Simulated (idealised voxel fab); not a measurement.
Process module in this document: voxel trench capacitor
The width of the displayed cross-section, cut, is 255 nm; its cells are square, with a size of 5 nm.
If you're reading a cross-section in this doc, picture square cells in a grid; it comes to you as bands, top ones listed first down to the bottom, and a band can be one or more rows of cells. The band entry comprises the height of the band's top followed by the height of its bottom, expressed in nm, and subsequently the band's materials from left to right, each stated together with its width in nm. Where a single material is marked with the word "full width", that material fills the band from edge to edge. The word "air" represents empty space. A quick word on heights: they are counted from 0, and under that level the wafer as it came to us is one material throughout. The lowest band is different from the rest in having no bottom; it simply continues downward, written as in "0..down". Per-row width for "30 to 40": begins at first number (top row of band), ends at second number (bottom row), increment between rows held constant. "no modifications" means the step left every cell of the cross-section as it was. You'll see "Completely enclosed voids" listing empty spaces that have no way open to the top, as long as they're 8 cells or more; the notation is width x height at distance, where the distance is from the left edge, and all of it is in nm. It should be noted that, on the line of a given step, the content following the step's settings is a remark produced by the simulator itself with respect to that step. A step's line can hold "overlay nm"; with a mask on that step, the setting says how far right of the planned place the mask lay, while a negative setting says it lay to the left.
[Below is the list of planned process steps]
step 1: RECEIVE with material Si
step 2: CONFORMAL_DEP with material SiN, thk nm 5
step 3: DIRECTIONAL_DEP with material aC, thk nm 15
step 4: PATTERN with tone open, mask id TRENCH, material resist, width nm 20, pitch nm 45, thk nm 30, overlay nm 0
step 5: DIRECTIONAL_ETCH with etch materials aC, depth nm 15
step 6: STRIP with etch materials resist
step 7: DIRECTIONAL_ETCH with etch materials SiN, depth nm 5
step 8: DIRECTIONAL_ETCH with etch materials Si, depth nm 30
step 9: STRIP with etch materials aC
step 10: CONFORMAL_DEP with material Al2O3, thk nm 5
step 11: FILL_DEP with material polySi, thk nm 5
step 12: CMP with height nm 5
[Cross-section of the wafer as it came to us, i.e., already through step 1]
	0..down | Si full width
	Completely enclosed voids: none
[Final wafer profile in cross-section after the module, from the same start and plan as above, with one mistake made during processing]
	5..0 | SiN: 95; Al2O3: 5; polySi: 10; Al2O3: 5; SiN: 25; Al2O3: 5; polySi: 10; Al2O3: 5; SiN: 95
	0..-55 | Si: 95; Al2O3: 5; polySi: 10; Al2O3: 5; Si: 25; Al2O3: 5; polySi: 10; Al2O3: 5; Si: 95
	-55..-60 | Si: 95; Al2O3: 20; Si: 25; Al2O3: 20; Si: 95
	-60..down | Si full width
	Completely enclosed voids: none
Heads up, the wafer didn't run the way we planned it: step 8 of the plan was carried out twice
